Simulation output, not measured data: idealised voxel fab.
Title: Process Module voxel transistor to metal
The cross-section on display is named cut; it measures 205 nm wide, and its cells are 5 nm squares.
A cross-section in this document is a grid of square cells, and it is written down as bands, the top band listed before the ones below it; a band is made up of one or more rows of cells.
It is stipulated that each band's entry specify, in nanometres, the height of the top of the band and then that of its bottom, followed by the materials of the band in left-to-right sequence, each together with its width in nanometres. A single material marked by the word "everywhere" is understood to fill the band from edge to edge; the word "empty" is understood to denote empty space.
Basically, 0 is our baseline, since under it the wafer straight out of the box is all one material. The bottom band has no lower end and keeps on going down, so it looks like "top 0, no bottom".
When a width is written as two numbers, as in "30..40", the first number is the width in the top row of cells of the band and the second is the width in its bottom row, and the width changes by the same amount from each row to the next.
"changes: none" after a step means that no cell of the cross-section changed.
The list in "Completely sealed voids" covers empty spaces of 8 cells or more that cannot reach the top through any open way, and it gives each as width x height at distance; the distance is from the left edge, and width, height and distance are in nm.
after a step's settings: what the simulator itself notes on the step
"overlay nm" on a masked step: distance the mask lay right of its planned place, negative for left.
### Here's what the planned process steps look like
step 1: RECEIVE | material Si
step 2: CONFORMAL_DEP | material SiO2 | thk nm 5
step 3: CONFORMAL_DEP | material SiN | thk nm 15
step 4: DIRECTIONAL_DEP | material aC | thk nm 15
step 5: PATTERN | tone cover | mask id ACTIVE | material resist | width nm 105 | thk nm 30 | overlay nm 0
step 6: DIRECTIONAL_ETCH | etch materials aC | depth nm 15
step 7: STRIP | etch materials resist
step 8: DIRECTIONAL_ETCH | etch materials SiN | depth nm 15
step 9: DIRECTIONAL_ETCH | etch materials SiO2 | depth nm 5
step 10: DIRECTIONAL_ETCH | etch materials Si | depth nm 35
step 11: STRIP | etch materials aC
step 12: FILL_DEP | material SiO2 | thk nm 15
step 13: CMP | height nm 20
step 14: SELECTIVE_ETCH | etch materials SiO2 | depth nm 15
step 15: STRIP | etch materials SiN
step 16: SELECTIVE_ETCH | etch materials SiO2 | depth nm 5
step 17: OXIDIZE | depth nm 5
step 18: DIRECTIONAL_DEP | material polySi | thk nm 20
step 19: DIRECTIONAL_DEP | material SiCN | thk nm 10
step 20: MASKED_ETCH | tone cover | mask id GATE | width nm 25 | etch materials SiCN | depth nm 20 | overlay nm 0
step 21: MASKED_ETCH | tone cover | mask id GATE | width nm 25 | etch materials polySi | depth nm 30 | overlay nm 0
step 22: CONFORMAL_DEP | material SiO2 | thk nm 5
step 23: DIRECTIONAL_ETCH | etch materials SiO2 | depth nm 5
step 24: CONFORMAL_DEP | material SiN | thk nm 10
step 25: DIRECTIONAL_ETCH | etch materials SiN | depth nm 10
step 26: DIRECTIONAL_ETCH | etch materials SiO2 | depth nm 5
step 27: DIRECTIONAL_ETCH | etch materials Si | depth nm 15
step 28: EPI | material nSi | thk nm 15
step 29: FILL_DEP | material SiO2 | thk nm 5
step 30: CMP | height nm 30
step 31: DIRECTIONAL_DEP | material SiO2 | thk nm 15
step 32: PATTERN | tone open | mask id CONTACT | material resist | width nm 25 | pitch nm 60 | thk nm 20 | overlay nm 0
step 33: DIRECTIONAL_ETCH | etch materials SiO2 | depth nm 35
step 34: STRIP | etch materials resist
step 35: CONFORMAL_DEP | material TiN | thk nm 5
step 36: FILL_DEP | material Ru | thk nm 5
step 37: CMP | height nm 45
step 38: DIRECTIONAL_DEP | material TiN | thk nm 5
step 39: DIRECTIONAL_DEP | material Ru | thk nm 20
step 40: PATTERN | tone cover | mask id METAL_1 | material resist | width nm 15 | pitch nm 70 | thk nm 20 | overlay nm 0
step 41: DIRECTIONAL_ETCH | etch materials Ru | depth nm 20
step 42: DIRECTIONAL_ETCH | etch materials TiN | depth nm 5
step 43: STRIP | etch materials resist
step 44: CONFORMAL_DEP | material SiN | thk nm 5
step 45: FILL_DEP | material SiO2 | thk nm 5
step 46: CMP | height nm 70
step 47: CONFORMAL_DEP | material SiN | thk nm 5
The wafers in this document start out alike and differ in the depth nm applied at step 42; the plan shows the value used for the first wafer.
### Received wafers, first of several: cross-section after step 1
    top 0, no bottom | Si everywhere
    Completely sealed voids: none
### The figure below presents a cross-section of the first of several wafers at the conclusion of the module, following its last step, step 47
    top 75, bottom 70 | SiN everywhere
    top 70, bottom 50 | SiO2=55  SiN=5  Ru=15  SiN=5  SiO2=45  SiN=5  Ru=15  SiN=5  SiO2=55
    top 50, bottom 45 | SiN=60  TiN=15  SiN=55  TiN=15  SiN=60
    top 45, bottom 35 | SiO2=60  TiN=5  Ru=15  TiN=5  SiO2=35  TiN=5  Ru=15  TiN=5  SiO2=60
    top 35, bottom 30 | SiO2=60  TiN=5  Ru=5  TiN=15  SiO2=35  TiN=15  Ru=5  TiN=5  SiO2=60
    top 30, bottom 20 | SiO2=60  TiN=5  Ru=5  TiN=5  SiN=10  SiO2=5  SiCN=25  SiO2=5  SiN=10  TiN=5  Ru=5  TiN=5  SiO2=60
    top 20, bottom 15 | SiO2=60  TiN=5  Ru=5  TiN=5  SiN=10  SiO2=5  polySi=25  SiO2=5  SiN=10  TiN=5  Ru=5  TiN=5  SiO2=60
    top 15, bottom 10 | SiO2=60  TiN=15  SiN=10  SiO2=5  polySi=25  SiO2=5  SiN=10  TiN=15  SiO2=60
    top 10, bottom 0 | SiO2=60  nSi=15  SiN=10  SiO2=5  polySi=25  SiO2=5  SiN=10  nSi=15  SiO2=60
    top 0, bottom -5 | SiO2=60  nSi=15  SiO2=55  nSi=15  SiO2=60
    top -5, bottom -20 | SiO2=50  nSi=25  Si=55  nSi=25  SiO2=50
    top -20, bottom -35 | SiO2=50  Si=105  SiO2=50
    top -35, no bottom | Si everywhere
    Completely sealed voids: none
### End of module, last wafer sectioned
    top 75, bottom 70 | SiN everywhere
    top 70, bottom 50 | SiO2=55  SiN=5  Ru=15  SiN=5  SiO2=45  SiN=5  Ru=15  SiN=5  SiO2=55
    top 50, bottom 45 | SiN=60  TiN=15  SiN=55  TiN=15  SiN=60
    top 45, bottom 35 | SiO2=60  TiN=5  Ru=15  SiN=5  SiO2=35  SiN=5  Ru=15  TiN=5  SiO2=60
    top 35, bottom 30 | SiO2=60  TiN=5  Ru=5  TiN=10  SiN=5  SiO2=35  SiN=5  TiN=10  Ru=5  TiN=5  SiO2=60
    top 30, bottom 20 | SiO2=60  TiN=5  Ru=5  TiN=5  SiN=10  SiO2=5  SiCN=25  SiO2=5  SiN=10  TiN=5  Ru=5  TiN=5  SiO2=60
    top 20, bottom 15 | SiO2=60  TiN=5  Ru=5  TiN=5  SiN=10  SiO2=5  polySi=25  SiO2=5  SiN=10  TiN=5  Ru=5  TiN=5  SiO2=60
    top 15, bottom 10 | SiO2=60  TiN=15  SiN=10  SiO2=5  polySi=25  SiO2=5  SiN=10  TiN=15  SiO2=60
    top 10, bottom 0 | SiO2=60  nSi=15  SiN=10  SiO2=5  polySi=25  SiO2=5  SiN=10  nSi=15  SiO2=60
    top 0, bottom -5 | SiO2=60  nSi=15  SiO2=55  nSi=15  SiO2=60
    top -5, bottom -20 | SiO2=50  nSi=25  Si=55  nSi=25  SiO2=50
    top -20, bottom -35 | SiO2=50  Si=105  SiO2=50
    top -35, no bottom | Si everywhere
    Completely sealed voids: none
### Row per wafer, end-of-module: cell gain (+)/loss (-) by material since the wafer came in, then closed voids
depth nm 5; +44 Ru; -191 Si; +10 SiCN; +116 SiN; +528 SiO2; +40 TiN; +48 nSi; +20 polySi; Completely sealed voids: none
depth nm 10; +44 Ru; -191 Si; +10 SiCN; +118 SiN; +528 SiO2; +38 TiN; +48 nSi; +20 polySi; Completely sealed voids: none
depth nm 15; +44 Ru; -191 Si; +10 SiCN; +120 SiN; +528 SiO2; +36 TiN; +48 nSi; +20 polySi; Completely sealed voids: none
depth nm 20; +44 Ru; -191 Si; +10 SiCN; +122 SiN; +528 SiO2; +34 TiN; +48 nSi; +20 polySi; Completely sealed voids: none
